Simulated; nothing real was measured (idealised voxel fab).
The document below concerns the process module designated voxel capacitor over wiring.
200 nm wide, 5 nm square cells: that's cross-section cut.
Cross-section = grid of square cells, listed top down in bands; band = one or more rows. Heights first: top, then bottom, in nm. Then materials, left to right, each with a width in nm. "all across" on a single material: fills the band edge to edge. "empty": empty space. Height reference: 0 = level under which incoming wafer is all one material. Lowest band: no bottom, runs on downward, e.g. "z 0 and below". Quick explanation for "30 to 40": the width changes in equal steps down the rows of cells, from the first number in the band's top row to the second number in its bottom row. Basically "nothing got changed" means that step didn't change any cell in the cross-section. "Sealed void list" - sealed voids, min. 8 cells, no opening to top; format: width x height at distance (distance from left edge; nm throughout). What comes after the settings on a step's line is commentary from the simulator itself on that step. You can add "overlay nm" to a step's line. For a step with a mask, it describes how far the mask lay to the right of its planned position, and a negative number describes a lay to the left.
[Process steps foreseen in the plan]
1. RECEIVE [material Si]
2. CONFORMAL_DEP [material SiO2] [thk nm 10]
3. DIRECTIONAL_DEP [material TiN] [thk nm 5]
4. DIRECTIONAL_DEP [material W] [thk nm 25]
5. MASKED_ETCH [tone cover] [mask id METAL_1] [width nm 25] [pitch nm 95] [etch materials W] [depth nm 25] [overlay nm 0]
6. MASKED_ETCH [tone cover] [mask id METAL_1] [width nm 25] [pitch nm 95] [etch materials TiN] [depth nm 5] [overlay nm 0]
7. FILL_DEP [material SiO2] [thk nm 5]
8. CMP [height nm 40]
9. CONFORMAL_DEP [material SiCN] [thk nm 5]
10. DIRECTIONAL_DEP [material SiO2] [thk nm 20]
11. MASKED_ETCH [tone open] [mask id PLUG_1] [width nm 15] [etch materials SiO2] [depth nm 20] [overlay nm 0]
12. MASKED_ETCH [tone open] [mask id PLUG_1] [width nm 15] [etch materials SiCN] [depth nm 5] [overlay nm 0]
13. EPI [material Ru] [thk nm 10]
14. EPI [material Ru] [thk nm 10]
15. EPI [material Ru] [thk nm 5]
16. DIRECTIONAL_DEP [material TiN] [thk nm 5]
17. DIRECTIONAL_DEP [material HfO2] [thk nm 5]
18. DIRECTIONAL_DEP [material TiN] [thk nm 10]
19. PATTERN [tone cover] [mask id UPPER_PLATE] [material resist] [width nm 75] [thk nm 20] [overlay nm 0]
20. DIRECTIONAL_ETCH [etch materials TiN] [depth nm 10]
21. DIRECTIONAL_ETCH [etch materials HfO2] [depth nm 5]
22. STRIP [etch materials resist]
23. DIRECTIONAL_DEP [material aC] [thk nm 10]
24. PATTERN [tone cover] [mask id LOWER_PLATE] [material resist] [width nm 85] [thk nm 30] [overlay nm 0]
25. DIRECTIONAL_ETCH [etch materials aC] [depth nm 10]
26. STRIP [etch materials resist]
27. DIRECTIONAL_ETCH [etch materials TiN] [depth nm 5]
28. STRIP [etch materials aC]
29. FILL_DEP [material SiO2] [thk nm 20]
30. CMP [height nm 100]
31. DIRECTIONAL_DEP [material aC] [thk nm 10]
32. PATTERN [tone open] [mask id PLUG_2] [material resist] [width nm 15] [thk nm 30] [overlay nm 0]
33. DIRECTIONAL_ETCH [etch materials aC] [depth nm 10]
34. STRIP [etch materials resist]
35. DIRECTIONAL_ETCH [etch materials SiO2] [depth nm 15]
36. STRIP [etch materials aC]
37. CONFORMAL_DEP [material TiN] [thk nm 5]
38. FILL_DEP [material Ru] [thk nm 5]
39. CMP [height nm 100]
40. CONFORMAL_DEP [material SiN] [thk nm 5]
[Incoming wafer, cross-sectional view, post step 1]
* z 0 and below = Si all across
* Sealed void list: none
[Figure: cross-sectional view of the wafer upon completion of the module, processed from the initial state and according to the plan depicted above, with one error introduced during execution]
* z 105 to 100 = SiN all across
* z 100 to 90 = SiO2=60 | TiN=5 | Ru=5 | TiN=5 | SiO2=125
* z 90 to 85 = SiO2=60 | TiN=15 | SiO2=125
* z 85 to 75 = SiO2=65 | TiN=60 | SiO2=75
* z 75 to 70 = SiO2=65 | HfO2=60 | SiO2=75
* z 70 to 60 = SiO2=45 to 50 | TiN=85 to 15 | SiO2=70 to 135
* z 60 to 55 = SiO2=50 | HfO2=15 | SiO2=135
* z 55 to 50 = SiO2=50 | TiN=15 | SiO2=135
* z 50 to 45 = SiO2 all across
* z 45 to 40 = SiCN all across
* z 40 to 15 = SiO2=40 | W=25 | SiO2=70 | W=25 | SiO2=40
* z 15 to 10 = SiO2=40 | TiN=25 | SiO2=70 | TiN=25 | SiO2=40
* z 10 to 0 = SiO2 all across
* z 0 and below = Si all across
* Sealed void list: none
Which mistake was made when the wafer was run? contrary to plan, step 11 was performed as MASKED_ETCH [tone open] [mask id PLUG_1] [width nm 15] [etch materials SiO2] [depth nm 15] [overlay nm 0]
